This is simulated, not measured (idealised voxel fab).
This is a process module. Its name is voxel capacitor over wiring.
Shown is cross-section cut, with a width of 245 nm and square cells of size 5 nm.
The cross-sections in this document take the form of a grid made of square cells. They are written out as bands, in order from top to bottom. Each band consists of one or more rows of cells. Read a band's entry like this: the first values are the height of its top and the height of its bottom in nm, and what follows is the sequence of materials from left to right, each with its width in nm. Note that "air" is empty space, and that a single material marked "edge to edge" reaches across the band from edge to edge. Beneath 0, the wafer as received is one material, and that level is where height counting begins. The lowest band goes on downward without a bottom; it is written like "0 nm and below". The expression "30..40" gives the width at the extremes of the band, the first number at its top row of cells and the second at its bottom row, with the width changing by equal amounts from each row to the next in between. Step marked "everything unchanged"? Then no cell in the cross-section changed in it. So "Voids, fully enclosed" is basically the list of trapped voids: any empty space of 8 cells or more that can't reach the top through an opening. They're written width x height at distance, the distance being from the left edge, and it's all nm. That trailing text on a step's line, after the settings, is the simulator's own remark on the step. What "overlay nm" on a step's line means: if the step has a mask, that mask lay this far to the right of its planned place, or, when the value is negative, to the left. Pairs follow: section before one process step, section after it down to the lowest changed band, step with settings underneath. Pairs may come from different runs of this module on the same starting wafer; continuity with the pair above only as stated in the "Before step" entry.

**Before step**
- 0 nm and below: Si edge to edge
- Voids, fully enclosed: none

**Cut View, Post-Step**
- 15 nm to 0 nm: SiO2 edge to edge
- Heights below 0 show no change.
- Voids, fully enclosed: none
Quick note on the step between the two cross-sections above: CONFORMAL_DEP: material SiO2, thk nm 15

Before step: refer to the pair immediately above; the cross-section shown after its step is the state before this one.

**Cut View, Post-Step**
- 20 nm to 15 nm: SiCN edge to edge
- Heights below 15 show no change.
- Voids, fully enclosed: none
Quick note on the step between the two cross-sections above: CONFORMAL_DEP: material SiCN, thk nm 5

Before step: refer to the pair immediately above; the cross-section shown after its step is the state before this one.

**Cut View, Post-Step**
- 45 nm to 20 nm: lowk edge to edge
- Heights below 20 show no change.
- Voids, fully enclosed: none
Quick note on the step between the two cross-sections above: DIRECTIONAL_DEP: material lowk, thk nm 25

Before step: refer to the pair immediately above; the cross-section shown after its step is the state before this one.

**Cut View, Post-Step**
- 60 nm to 45 nm: aC edge to edge
- Heights below 45 show no change.
- Voids, fully enclosed: none
Quick note on the step between the two cross-sections above: DIRECTIONAL_DEP: material aC, thk nm 15

Before step: refer to the pair immediately above; the cross-section shown after its step is the state before this one.

**Cut View, Post-Step**
- 95 nm to 60 nm: 65 resist  20 air  70 resist  20 air  70 resist
- Heights below 60 show no change.
- Voids, fully enclosed: none
Quick note on the step between the two cross-sections above: PATTERN: tone open, mask id METAL_1, material resist, width nm 20, pitch nm 90, thk nm 35, overlay nm 0

Before step: refer to the pair immediately above; the cross-section shown after its step is the state before this one.

**Cut View, Post-Step**
- 80 nm to 60 nm: 65 resist  20 air  70 resist  20 air  70 resist
- 60 nm to 45 nm: 65 aC  20 air  70 aC  20 air  70 aC
- Heights below 45 show no change.
- Voids, fully enclosed: none
Quick note on the step between the two cross-sections above: DIRECTIONAL_ETCH: etch materials aC, depth nm 15

Before step: refer to the pair immediately above; the cross-section shown after its step is the state before this one.

**Cut View, Post-Step**
- 60 nm to 45 nm: 65 aC  20 air  70 aC  20 air  70 aC
- Heights below 45 show no change.
- Voids, fully enclosed: none
Quick note on the step between the two cross-sections above: STRIP: etch materials resist

Before step: refer to the pair immediately above; the cross-section shown after its step is the state before this one.

**Cut View, Post-Step**
- 60 nm to 45 nm: 65 aC  20 air  70 aC  20 air  70 aC
- 45 nm to 20 nm: 65 lowk  20 air  70 lowk  20 air  70 lowk
- Heights below 20 show no change.
- Voids, fully enclosed: none
Quick note on the step between the two cross-sections above: DIRECTIONAL_ETCH: etch materials lowk, depth nm 25

Before step: refer to the pair immediately above; the cross-section shown after its step is the state before this one.

**Cut View, Post-Step**
- 60 nm to 45 nm: 65 aC  20 air  70 aC  20 air  70 aC
- 45 nm to 20 nm: 65 lowk  20 air  70 lowk  20 air  70 lowk
- 20 nm to 15 nm: 65 SiCN  20 air  70 SiCN  20 air  70 SiCN
- Heights below 15 show no change.
- Voids, fully enclosed: none
Quick note on the step between the two cross-sections above: DIRECTIONAL_ETCH: etch materials SiCN, depth nm 5

Before step: refer to the pair immediately above; the cross-section shown after its step is the state before this one.

**Cut View, Post-Step**
- 45 nm to 20 nm: 65 lowk  20 air  70 lowk  20 air  70 lowk
- Heights below 20 show no change.
- Voids, fully enclosed: none
Quick note on the step between the two cross-sections above: STRIP: etch materials aC

Before step: refer to the pair immediately above; the cross-section shown after its step is the state before this one.

**Cut View, Post-Step**
- 50 nm to 45 nm: 70 TiN  10 air  80 TiN  10 air  75 TiN
- 45 nm to 20 nm: 65 lowk  5 TiN  10 air  5 TiN  70 lowk  5 TiN  10 air  5 TiN  70 lowk
- 20 nm to 15 nm: 65 SiCN  20 TiN  70 SiCN  20 TiN  70 SiCN
- Heights below 15 show no change.
- Voids, fully enclosed: none
Quick note on the step between the two cross-sections above: CONFORMAL_DEP: material TiN, thk nm 5

Before step: refer to the pair immediately above; the cross-section shown after its step is the state before this one.

**Cut View, Post-Step**
- 55 nm to 50 nm: Cu edge to edge
- 50 nm to 45 nm: 70 TiN  10 Cu  80 TiN  10 Cu  75 TiN
- 45 nm to 20 nm: 65 lowk  5 TiN  10 Cu  5 TiN  70 lowk  5 TiN  10 Cu  5 TiN  70 lowk
- Heights below 20 show no change.
- Voids, fully enclosed: none
Quick note on the step between the two cross-sections above: FILL_DEP: material Cu, thk nm 5

Before step: refer to the pair immediately above; the cross-section shown after its step is the state before this one.

**Cut View, Post-Step**
- 45 nm to 20 nm: 65 lowk  5 TiN  10 Cu  5 TiN  70 lowk  5 TiN  10 Cu  5 TiN  70 lowk
- Heights below 20 show no change.
- Voids, fully enclosed: none
Quick note on the step between the two cross-sections above: CMP: height nm 45

Before step: refer to the pair immediately above; the cross-section shown after its step is the state before this one.

**Cut View, Post-Step**
- 50 nm to 45 nm: 60 air  30 Ru  60 air  30 Ru  65 air
- Heights below 45 show no change.
- Voids, fully enclosed: none
Quick note on the step between the two cross-sections above: EPI: material Ru, thk nm 5

Before step: refer to the pair immediately above; the cross-section shown after its step is the state before this one.

**Cut View, Post-Step**
- 55 nm to 50 nm: SiCN edge to edge
- 50 nm to 45 nm: 60 SiCN  30 Ru  60 SiCN  30 Ru  65 SiCN
- Heights below 45 show no change.
- Voids, fully enclosed: none
Quick note on the step between the two cross-sections above: FILL_DEP: material SiCN, thk nm 5

Before step: refer to the pair immediately above; the cross-section shown after its step is the state before this one.

**Cut View, Post-Step**
- 75 nm to 55 nm: SiO2 edge to edge
- Heights below 55 show no change.
- Voids, fully enclosed: none
Quick note on the step between the two cross-sections above: DIRECTIONAL_DEP: material SiO2, thk nm 20

Before step: refer to the pair immediately above; the cross-section shown after its step is the state before this one.

**Cut View, Post-Step**
- 95 nm to 75 nm: 70 resist  15 air  160 resist
- Heights below 75 show no change.
- Voids, fully enclosed: none
Quick note on the step between the two cross-sections above: PATTERN: tone open, mask id PLUG_1, material resist, width nm 15, thk nm 20, overlay nm 0

Before step: refer to the pair immediately above; the cross-section shown after its step is the state before this one.

**Cut View, Post-Step**
- 95 nm to 75 nm: 70 resist  15 air  160 resist
- 75 nm to 55 nm: 70 SiO2  15 air  160 SiO2
- Heights below 55 show no change.
- Voids, fully enclosed: none
Quick note on the step between the two cross-sections above: DIRECTIONAL_ETCH: etch materials SiO2, depth nm 20

Before step: refer to the pair immediately above; the cross-section shown after its step is the state before this one.

**Cut View, Post-Step**
- 95 nm to 75 nm: 70 resist  15 air  160 resist
- 75 nm to 55 nm: 70 SiO2  15 air  160 SiO2
- 55 nm to 50 nm: 70 SiCN  15 air  160 SiCN
- Heights below 50 show no change.
- Voids, fully enclosed: none
Quick note on the step between the two cross-sections above: DIRECTIONAL_ETCH: etch materials SiCN, depth nm 5

Before step: refer to the pair immediately above; the cross-section shown after its step is the state before this one.

**Cut View, Post-Step**
- 75 nm to 55 nm: 70 SiO2  15 air  160 SiO2
- Heights below 55 show no change.
- Voids, fully enclosed: none
Quick note on the step between the two cross-sections above: STRIP: etch materials resist

Before step: refer to the pair immediately above; the cross-section shown after its step is the state before this one.

**Cut View, Post-Step**
- 75 nm to 60 nm: 70 SiO2  15 air  160 SiO2
- 60 nm to 55 nm: 70 SiO2  15 Ru  160 SiO2
- 55 nm to 50 nm: 70 SiCN  15 Ru  160 SiCN
- Heights below 50 show no change.
- Voids, fully enclosed: none
Quick note on the step between the two cross-sections above: EPI: material Ru, thk nm 10

Before step: refer to the pair immediately above; the cross-section shown after its step is the state before this one.

**Cut View, Post-Step**
- 75 nm to 70 nm: 70 SiO2  15 air  160 SiO2
- 70 nm to 55 nm: 70 SiO2  15 Ru  160 SiO2
- Heights below 55 show no change.
- Voids, fully enclosed: none
Quick note on the step between the two cross-sections above: EPI: material Ru, thk nm 10

Before step: refer to the pair immediately above; the cross-section shown after its step is the state before this one.

**Cut View, Post-Step**
- 75 nm to 55 nm: 70 SiO2  15 Ru  160 SiO2
- Heights below 55 show no change.
- Voids, fully enclosed: none
Quick note on the step between the two cross-sections above: EPI: material Ru, thk nm 5

Before step: refer to the pair immediately above; the cross-section shown after its step is the state before this one.

**Cut View, Post-Step**
- 80 nm to 75 nm: TiN edge to edge
- Heights below 75 show no change.
- Voids, fully enclosed: none
Quick note on the step between the two cross-sections above: DIRECTIONAL_DEP: material TiN, thk nm 5

Before step: refer to the pair immediately above; the cross-section shown after its step is the state before this one.

**Cut View, Post-Step**
- 85 nm to 80 nm: Al2O3 edge to edge
- Heights below 80 show no change.
- Voids, fully enclosed: none
Quick note on the step between the two cross-sections above: DIRECTIONAL_DEP: material Al2O3, thk nm 5

Before step: refer to the pair immediately above; the cross-section shown after its step is the state before this one.

**Cut View, Post-Step**
- 90 nm to 85 nm: TiN edge to edge
- Heights below 85 show no change.
- Voids, fully enclosed: none
Quick note on the step between the two cross-sections above: DIRECTIONAL_DEP: material TiN, thk nm 5

Before step: refer to the pair immediately above; the cross-section shown after its step is the state before this one.

**Cut View, Post-Step**
- 90 nm to 85 nm: 70 air  75 TiN  100 air
- Heights below 85 show no change.
- Voids, fully enclosed: none
Quick note on the step between the two cross-sections above: MASKED_ETCH: tone cover, mask id UPPER_PLATE, width nm 75, etch materials TiN, depth nm 5, overlay nm 0

Before step: refer to the pair immediately above; the cross-section shown after its step is the state before this one.

**Cut View, Post-Step**
- 90 nm to 85 nm: 70 air  75 TiN  100 air
- 85 nm to 80 nm: 70 air  75 Al2O3  100 air
- Heights below 80 show no change.
- Voids, fully enclosed: none
Quick note on the step between the two cross-sections above: MASKED_ETCH: tone cover, mask id UPPER_PLATE, width nm 75, etch materials Al2O3, depth nm 5, overlay nm 0

Before step: refer to the pair immediately above; the cross-section shown after its step is the state before this one.

**Cut View, Post-Step**
- 105 nm to 95 nm: 70 air  75 aC  100 air
- 95 nm to 90 nm: aC edge to edge
- 90 nm to 85 nm: 70 aC  75 TiN  100 aC
- 85 nm to 80 nm: 70 aC  75 Al2O3  100 aC
- Heights below 80 show no change.
- Voids, fully enclosed: none
Quick note on the step between the two cross-sections above: DIRECTIONAL_DEP: material aC, thk nm 15

Before step: refer to the pair immediately above; the cross-section shown after its step is the state before this one.

**Cut View, Post-Step**
- 135 nm to 105 nm: 65 air  85 resist  95 air
- 105 nm to 95 nm: 65 air  5 resist  75 aC  5 resist  95 air
- Heights below 95 show no change.
- Voids, fully enclosed: none
Quick note on the step between the two cross-sections above: PATTERN: tone cover, mask id LOWER_PLATE, material resist, width nm 85, thk nm 30, overlay nm 0

Before step: refer to the pair immediately above; the cross-section shown after its step is the state before this one.

**Cut View, Post-Step**
- 120 nm to 105 nm: 65 air  85 resist  95 air
- 105 nm to 95 nm: 65 air  5 resist  75 aC  5 resist  95 air
- 95 nm to 90 nm: 65 air  85 aC  95 air
- 90 nm to 85 nm: 65 air  5 aC  75 TiN  5 aC  95 air
- 85 nm to 80 nm: 65 air  5 aC  75 Al2O3  5 aC  95 air
- Heights below 80 show no change.
- Voids, fully enclosed: none
Quick note on the step between the two cross-sections above: DIRECTIONAL_ETCH: etch materials aC, depth nm 15

Before step: refer to the pair immediately above; the cross-section shown after its step is the state before this one.

**Cut View, Post-Step**
- 105 nm to 95 nm: 70 air  75 aC  100 air
- Heights below 95 show no change.
- Voids, fully enclosed: none
Quick note on the step between the two cross-sections above: STRIP: etch materials resist

Before step: refer to the pair immediately above; the cross-section shown after its step is the state before this one.

**Cut View, Post-Step**
- 105 nm to 95 nm: 70 air  75 aC  100 air
- 95 nm to 90 nm: 65 air  85 aC  95 air
- 90 nm to 85 nm: 65 air  5 aC  75 TiN  5 aC  95 air
- 85 nm to 80 nm: 65 air  5 aC  75 Al2O3  5 aC  95 air
- 80 nm to 75 nm: 65 air  85 TiN  95 air
- Heights below 75 show no change.
- Voids, fully enclosed: none
Quick note on the step between the two cross-sections above: DIRECTIONAL_ETCH: etch materials TiN, depth nm 5

Before step: refer to the pair immediately above; the cross-section shown after its step is the state before this one.

**Cut View, Post-Step**
- 90 nm to 85 nm: 70 air  75 TiN  100 air
- 85 nm to 80 nm: 70 air  75 Al2O3  100 air
- Heights below 80 show no change.
- Voids, fully enclosed: none
Quick note on the step between the two cross-sections above: STRIP: etch materials aC

Before step: refer to the pair immediately above; the cross-section shown after its step is the state before this one.

**Cut View, Post-Step**
- 110 nm to 90 nm: SiO2 edge to edge
- 90 nm to 85 nm: 70 SiO2  75 TiN  100 SiO2
- 85 nm to 80 nm: 70 SiO2  75 Al2O3  100 SiO2
- 80 nm to 75 nm: 65 SiO2  85 TiN  95 SiO2
- Heights below 75 show no change.
- Voids, fully enclosed: none
Quick note on the step between the two cross-sections above: FILL_DEP: material SiO2, thk nm 20

Before step: refer to the pair immediately above; the cross-section shown after its step is the state before this one.

**Cut View, Post-Step**
- 105 nm to 90 nm: SiO2 edge to edge
- Heights below 90 show no change.
- Voids, fully enclosed: none
Quick note on the step between the two cross-sections above: CMP: height nm 105

Before step: refer to the pair immediately above; the cross-section shown after its step is the state before this one.

**Cut View, Post-Step**
- 120 nm to 105 nm: aC edge to edge
- Heights below 105 show no change.
- Voids, fully enclosed: none
Quick note on the step between the two cross-sections above: DIRECTIONAL_DEP: material aC, thk nm 15

Before step: refer to the pair immediately above; the cross-section shown after its step is the state before this one.

**Cut View, Post-Step**
- 155 nm to 120 nm: 80 resist  15 air  150 resist
- Heights below 120 show no change.
- Voids, fully enclosed: none
Quick note on the step between the two cross-sections above: PATTERN: tone open, mask id PLUG_2, material resist, width nm 15, thk nm 35, overlay nm 0

Before step: refer to the pair immediately above; the cross-section shown after its step is the state before this one.

**Cut View, Post-Step**
- 140 nm to 120 nm: 80 resist  15 air  150 resist
- 120 nm to 105 nm: 80 aC  15 air  150 aC
- Heights below 105 show no change.
- Voids, fully enclosed: none
Quick note on the step between the two cross-sections above: DIRECTIONAL_ETCH: etch materials aC, depth nm 15

Before step: refer to the pair immediately above; the cross-section shown after its step is the state before this one.

**Cut View, Post-Step**
- 120 nm to 105 nm: 80 aC  15 air  150 aC
- Heights below 105 show no change.
- Voids, fully enclosed: none
Quick note on the step between the two cross-sections above: STRIP: etch materials resist

Before step: refer to the pair immediately above; the cross-section shown after its step is the state before this one.

**Cut View, Post-Step**
- 120 nm to 105 nm: 80 aC  15 air  150 aC
- 105 nm to 90 nm: 80 SiO2  15 air  150 SiO2
- Heights below 90 show no change.
- Voids, fully enclosed: none
Quick note on the step between the two cross-sections above: DIRECTIONAL_ETCH: etch materials SiO2, depth nm 15

Before step: refer to the pair immediately above; the cross-section shown after its step is the state before this one.

**Cut View, Post-Step**
- 105 nm to 90 nm: 80 SiO2  15 air  150 SiO2
- Heights below 90 show no change.
- Voids, fully enclosed: none
Quick note on the step between the two cross-sections above: STRIP: etch materials aC

Before step: refer to the pair immediately above; the cross-section shown after its step is the state before this one.

**Cut View, Post-Step**
- 110 nm to 105 nm: 85 TiN  5 air  155 TiN
- 105 nm to 95 nm: 80 SiO2  5 TiN  5 air  5 TiN  150 SiO2
- 95 nm to 85 nm: 80..70 SiO2  15..75 TiN  150..100 SiO2
- Heights below 85 show no change.
- Voids, fully enclosed: none
Quick note on the step between the two cross-sections above: CONFORMAL_DEP: material TiN, thk nm 5

Before step: refer to the pair immediately above; the cross-section shown after its step is the state before this one.

**Cut View, Post-Step**
- 120 nm to 110 nm: Cu edge to edge
- 110 nm to 105 nm: 85 TiN  5 Cu  155 TiN
- 105 nm to 95 nm: 80 SiO2  5 TiN  5 Cu  5 TiN  150 SiO2
- Heights below 95 show no change.
- Voids, fully enclosed: none
Quick note on the step between the two cross-sections above: FILL_DEP: material Cu, thk nm 10

Before step: refer to the pair immediately above; the cross-section shown after its step is the state before this one.

**Cut View, Post-Step**
- 105 nm to 95 nm: 80 SiO2  5 TiN  5 Cu  5 TiN  150 SiO2
- Heights below 95 show no change.
- Voids, fully enclosed: none
Quick note on the step between the two cross-sections above: CMP: height nm 105

Before step: refer to the pair immediately above; the cross-section shown after its step is the state before this one.

**Cut View, Post-Step**
- 110 nm to 105 nm: SiN edge to edge
- Heights below 105 show no change.
- Voids, fully enclosed: none
Quick note on the step between the two cross-sections above: CONFORMAL_DEP: material SiN, thk nm 5

**Before step**
- 120 nm to 110 nm: Cu edge to edge
- 110 nm to 105 nm: 85 TiN  5 Cu  155 TiN
- 105 nm to 95 nm: 80 SiO2  5 TiN  5 Cu  5 TiN  150 SiO2
- 95 nm to 85 nm: 80..70 SiO2  15..75 TiN  150..100 SiO2
- 85 nm to 80 nm: 70 SiO2  75 Al2O3  100 SiO2
- 80 nm to 75 nm: 65 SiO2  85 TiN  95 SiO2
- 75 nm to 55 nm: 70 SiO2  15 Ru  160 SiO2
- 55 nm to 50 nm: 70 SiCN  15 Ru  160 SiCN
- 50 nm to 45 nm: 60 SiCN  30 Ru  60 SiCN  30 Ru  65 SiCN
- 45 nm to 20 nm: 65 lowk  5 TiN  10 Cu  5 TiN  70 lowk  5 TiN  10 Cu  5 TiN  70 lowk
- 20 nm to 15 nm: 65 SiCN  20 TiN  70 SiCN  20 TiN  70 SiCN
- 15 nm to 0 nm: SiO2 edge to edge
- 0 nm and below: Si edge to edge
- Voids, fully enclosed: none

**Cut View, Post-Step**
- 125 nm to 120 nm: SiN edge to edge
- Heights below 120 show no change.
- Voids, fully enclosed: none
Quick note on the step between the two cross-sections above: CONFORMAL_DEP: material SiN, thk nm 5

**Before step**
- 75 nm to 70 nm: 70 SiO2  15 air  160 SiO2
- 70 nm to 55 nm: 70 SiO2  15 Ru  160 SiO2
- 55 nm to 50 nm: 70 SiCN  15 Ru  160 SiCN
- 50 nm to 45 nm: 60 SiCN  30 Ru  60 SiCN  30 Ru  65 SiCN
- 45 nm to 20 nm: 65 lowk  5 TiN  10 Cu  5 TiN  70 lowk  5 TiN  10 Cu  5 TiN  70 lowk
- 20 nm to 15 nm: 65 SiCN  20 TiN  70 SiCN  20 TiN  70 SiCN
- 15 nm to 0 nm: SiO2 edge to edge
- 0 nm and below: Si edge to edge
- Voids, fully enclosed: none

**Cut View, Post-Step**
- 80 nm to 75 nm: 65 air  25 Ru  155 air
- 75 nm to 55 nm: 70 SiO2  15 Ru  160 SiO2
- Heights below 55 show no change.
- Voids, fully enclosed: none
Quick note on the step between the two cross-sections above: EPI: material Ru, thk nm 10

Before step: refer to the pair immediately above; the cross-section shown after its step is the state before this one.

**Cut View, Post-Step**
- 85 nm to 75 nm: 60 air  35 Ru  150 air
- Heights below 75 show no change.
- Voids, fully enclosed: none
Quick note on the step between the two cross-sections above: EPI: material Ru, thk nm 5

Before step: refer to the pair immediately above; the cross-section shown after its step is the state before this one.

**Cut View, Post-Step**
- 90 nm to 85 nm: 60 air  35 TiN  150 air
- 85 nm to 80 nm: 60 air  35 Ru  150 air
- 80 nm to 75 nm: 60 TiN  35 Ru  150 TiN
- Heights below 75 show no change.
- Voids, fully enclosed: none
Quick note on the step between the two cross-sections above: DIRECTIONAL_DEP: material TiN, thk nm 5

Before step: refer to the pair immediately above; the cross-section shown after its step is the state before this one.

**Cut View, Post-Step**
- 95 nm to 90 nm: 60 air  35 Al2O3  150 air
- 90 nm to 85 nm: 60 air  35 TiN  150 air
- 85 nm to 80 nm: 60 Al2O3  35 Ru  150 Al2O3
- Heights below 80 show no change.
- Voids, fully enclosed: none
Quick note on the step between the two cross-sections above: DIRECTIONAL_DEP: material Al2O3, thk nm 5

Before step: refer to the pair immediately above; the cross-section shown after its step is the state before this one.

**Cut View, Post-Step**
- 100 nm to 95 nm: 60 air  35 TiN  150 air
- 95 nm to 90 nm: 60 air  35 Al2O3  150 air
- 90 nm to 85 nm: TiN edge to edge
- Heights below 85 show no change.
- Voids, fully enclosed: none
Quick note on the step between the two cross-sections above: DIRECTIONAL_DEP: material TiN, thk nm 5

Before step: refer to the pair immediately above; the cross-section shown after its step is the state before this one.

**Cut View, Post-Step**
- 100 nm to 95 nm: 70 air  25 TiN  150 air
- 95 nm to 90 nm: 60 air  35 Al2O3  150 air
- 90 nm to 85 nm: 60 air  85 TiN  100 air
- Heights below 85 show no change.
- Voids, fully enclosed: none
Quick note on the step between the two cross-sections above: MASKED_ETCH: tone cover, mask id UPPER_PLATE, width nm 75, etch materials TiN, depth nm 5, overlay nm 0

Before step: refer to the pair immediately above; the cross-section shown after its step is the state before this one.

**Cut View, Post-Step**
- 100 nm to 95 nm: 70 air  25 TiN  150 air
- 95 nm to 90 nm: 70 air  25 Al2O3  150 air
- 90 nm to 85 nm: 60 air  85 TiN  100 air
- 85 nm to 80 nm: 60 air  35 Ru  50 Al2O3  100 air
- Heights below 80 show no change.
- Voids, fully enclosed: none
Quick note on the step between the two cross-sections above: MASKED_ETCH: tone cover, mask id UPPER_PLATE, width nm 75, etch materials Al2O3, depth nm 5, overlay nm 0

Before step: refer to the pair immediately above; the cross-section shown after its step is the state before this one.

**Cut View, Post-Step**
- 115 nm to 105 nm: 70 air  25 aC  150 air
- 105 nm to 100 nm: 60 air  85 aC  100 air
- 100 nm to 95 nm: 60 air  10 aC  25 TiN  50 aC  100 air
- 95 nm to 90 nm: 70 aC  25 Al2O3  150 aC
- 90 nm to 85 nm: 60 aC  85 TiN  100 aC
- 85 nm to 80 nm: 60 aC  35 Ru  50 Al2O3  100 aC
- Heights below 80 show no change.
- Voids, fully enclosed: none
Quick note on the step between the two cross-sections above: DIRECTIONAL_DEP: material aC, thk nm 15

Before step: refer to the pair immediately above; the cross-section shown after its step is the state before this one.

**Cut View, Post-Step**
- 145 nm to 115 nm: 65 air  85 resist  95 air
- 115 nm to 105 nm: 65 air  5 resist  25 aC  55 resist  95 air
- 105 nm to 100 nm: 60 air  85 aC  5 resist  95 air
- 100 nm to 95 nm: 60 air  10 aC  25 TiN  50 aC  5 resist  95 air
- Heights below 95 show no change.
- Voids, fully enclosed: none
Quick note on the step between the two cross-sections above: PATTERN: tone cover, mask id LOWER_PLATE, material resist, width nm 85, thk nm 30, overlay nm 0

Before step: refer to the pair immediately above; the cross-section shown after its step is the state before this one.

**Cut View, Post-Step**
- 130 nm to 115 nm: 65 air  85 resist  95 air
- 115 nm to 105 nm: 65 air  5 resist  25 aC  55 resist  95 air
- 105 nm to 100 nm: 65 air  80 aC  5 resist  95 air
- 100 nm to 95 nm: 65 air  5 aC  25 TiN  50 aC  5 resist  95 air
- 95 nm to 90 nm: 65 air  5 aC  25 Al2O3  55 aC  95 air
- 90 nm to 85 nm: 60 air  85 TiN  5 aC  95 air
- 85 nm to 80 nm: 60 air  35 Ru  50 Al2O3  5 aC  95 air
- Heights below 80 show no change.
- Voids, fully enclosed: none
Quick note on the step between the two cross-sections above: DIRECTIONAL_ETCH: etch materials aC, depth nm 15

Before step: refer to the pair immediately above; the cross-section shown after its step is the state before this one.

**Cut View, Post-Step**
- 115 nm to 105 nm: 70 air  25 aC  150 air
- 105 nm to 100 nm: 65 air  80 aC  100 air
- 100 nm to 95 nm: 65 air  5 aC  25 TiN  50 aC  100 air
- Heights below 95 show no change.
- Voids, fully enclosed: none
Quick note on the step between the two cross-sections above: STRIP: etch materials resist

Before step: refer to the pair immediately above; the cross-section shown after its step is the state before this one.

**Cut View, Post-Step**
- 115 nm to 105 nm: 70 air  25 aC  150 air
- 105 nm to 100 nm: 65 air  80 aC  100 air
- 100 nm to 95 nm: 65 air  5 aC  25 TiN  50 aC  100 air
- 95 nm to 90 nm: 65 air  5 aC  25 Al2O3  55 aC  95 air
- 90 nm to 85 nm: 65 air  80 TiN  5 aC  95 air
- 85 nm to 80 nm: 60 air  35 Ru  50 Al2O3  5 aC  95 air
- 80 nm to 75 nm: 60 air  35 Ru  55 TiN  95 air
- Heights below 75 show no change.
- Voids, fully enclosed: none
Quick note on the step between the two cross-sections above: DIRECTIONAL_ETCH: etch materials TiN, depth nm 5

Before step: refer to the pair immediately above; the cross-section shown after its step is the state before this one.

**Cut View, Post-Step**
- 100 nm to 95 nm: 70 air  25 TiN  150 air
- 95 nm to 90 nm: 70 air  25 Al2O3  150 air
- 90 nm to 85 nm: 65 air  80 TiN  100 air
- 85 nm to 80 nm: 60 air  35 Ru  50 Al2O3  100 air
- Heights below 80 show no change.
- Voids, fully enclosed: none
Quick note on the step between the two cross-sections above: STRIP: etch materials aC

Before step: refer to the pair immediately above; the cross-section shown after its step is the state before this one.

**Cut View, Post-Step**
- 120 nm to 100 nm: SiO2 edge to edge
- 100 nm to 95 nm: 70 SiO2  25 TiN  150 SiO2
- 95 nm to 90 nm: 70 SiO2  25 Al2O3  150 SiO2
- 90 nm to 85 nm: 65 SiO2  80 TiN  100 SiO2
- 85 nm to 80 nm: 60 SiO2  35 Ru  50 Al2O3  100 SiO2
- 80 nm to 75 nm: 60 SiO2  35 Ru  55 TiN  95 SiO2
- Heights below 75 show no change.
- Voids, fully enclosed: none
Quick note on the step between the two cross-sections above: FILL_DEP: material SiO2, thk nm 20

Before step: refer to the pair immediately above; the cross-section shown after its step is the state before this one.

**Cut View, Post-Step**
- 105 nm to 100 nm: SiO2 edge to edge
- Heights below 100 show no change.
- Voids, fully enclosed: none
Quick note on the step between the two cross-sections above: CMP: height nm 105

Before step: refer to the pair immediately above; the cross-section shown after its step is the state before this one.

**Cut View, Post-Step**
- 120 nm to 105 nm: aC edge to edge
- Heights below 105 show no change.
- Voids, fully enclosed: none
Quick note on the step between the two cross-sections above: DIRECTIONAL_DEP: material aC, thk nm 15

Before step: refer to the pair immediately above; the cross-section shown after its step is the state before this one.

**Cut View, Post-Step**
- 155 nm to 120 nm: 80 resist  15 air  150 resist
- Heights below 120 show no change.
- Voids, fully enclosed: none
Quick note on the step between the two cross-sections above: PATTERN: tone open, mask id PLUG_2, material resist, width nm 15, thk nm 35, overlay nm 0

Before step: refer to the pair immediately above; the cross-section shown after its step is the state before this one.

**Cut View, Post-Step**
- 140 nm to 120 nm: 80 resist  15 air  150 resist
- 120 nm to 105 nm: 80 aC  15 air  150 aC
- Heights below 105 show no change.
- Voids, fully enclosed: none
Quick note on the step between the two cross-sections above: DIRECTIONAL_ETCH: etch materials aC, depth nm 15

Before step: refer to the pair immediately above; the cross-section shown after its step is the state before this one.

**Cut View, Post-Step**
- 120 nm to 105 nm: 80 aC  15 air  150 aC
- Heights below 105 show no change.
- Voids, fully enclosed: none
Quick note on the step between the two cross-sections above: STRIP: etch materials resist

Before step: refer to the pair immediately above; the cross-section shown after its step is the state before this one.

**Cut View, Post-Step**
- 120 nm to 105 nm: 80 aC  15 air  150 aC
- 105 nm to 100 nm: 80 SiO2  15 air  150 SiO2
- Heights below 100 show no change.
- Voids, fully enclosed: none
Quick note on the step between the two cross-sections above: DIRECTIONAL_ETCH: etch materials SiO2, depth nm 15

Before step: refer to the pair immediately above; the cross-section shown after its step is the state before this one.

**Cut View, Post-Step**
- 105 nm to 100 nm: 80 SiO2  15 air  150 SiO2
- Heights below 100 show no change.
- Voids, fully enclosed: none
Quick note on the step between the two cross-sections above: STRIP: etch materials aC

Before step: refer to the pair immediately above; the cross-section shown after its step is the state before this one.

**Cut View, Post-Step**
- 110 nm to 105 nm: 85 TiN  5 air  155 TiN
- 105 nm to 95 nm: 80..70 SiO2  15..25 TiN  150 SiO2
- Heights below 95 show no change.
- Voids, fully enclosed: none
Quick note on the step between the two cross-sections above: CONFORMAL_DEP: material TiN, thk nm 5

Before step: refer to the pair immediately above; the cross-section shown after its step is the state before this one.

**Cut View, Post-Step**
- 120 nm to 110 nm: Cu edge to edge
- 110 nm to 105 nm: 85 TiN  5 Cu  155 TiN
- Heights below 105 show no change.
- Voids, fully enclosed: none
Quick note on the step between the two cross-sections above: FILL_DEP: material Cu, thk nm 10

Before step: refer to the pair immediately above; the cross-section shown after its step is the state before this one.

**Cut View, Post-Step**
- 105 nm to 95 nm: 80..70 SiO2  15..25 TiN  150 SiO2
- Heights below 95 show no change.
- Voids, fully enclosed: none
Quick note on the step between the two cross-sections above: CMP: height nm 105

Before step: refer to the pair immediately above; the cross-section shown after its step is the state before this one.

**Cut View, Post-Step**
- 110 nm to 105 nm: SiN edge to edge
- Heights below 105 show no change.
- Voids, fully enclosed: none
Quick note on the step between the two cross-sections above: CONFORMAL_DEP: material SiN, thk nm 5

**Before step**
- 75 nm to 70 nm: 70 SiO2  15 air  160 SiO2
- 70 nm to 55 nm: 70 SiO2  15 Ru  160 SiO2
- 55 nm to 50 nm: 70 SiCN  15 Ru  160 SiCN
- 50 nm to 45 nm: 60 SiCN  30 Ru  60 SiCN  30 Ru  65 SiCN
- 45 nm to 20 nm: 65 lowk  5 TiN  10 Cu  5 TiN  70 lowk  5 TiN  10 Cu  5 TiN  70 lowk
- 20 nm to 15 nm: 65 SiCN  20 TiN  70 SiCN  20 TiN  70 SiCN
- 15 nm to 0 nm: SiO2 edge to edge
- 0 nm and below: Si edge to edge
- Voids, fully enclosed: none

**Cut View, Post-Step**
- 80 nm to 75 nm: 70 TiN  15 air  160 TiN
- 75 nm to 70 nm: 70 SiO2  15 TiN  160 SiO2
- Heights below 70 show no change.
- Voids, fully enclosed: none
Quick note on the step between the two cross-sections above: DIRECTIONAL_DEP: material TiN, thk nm 5
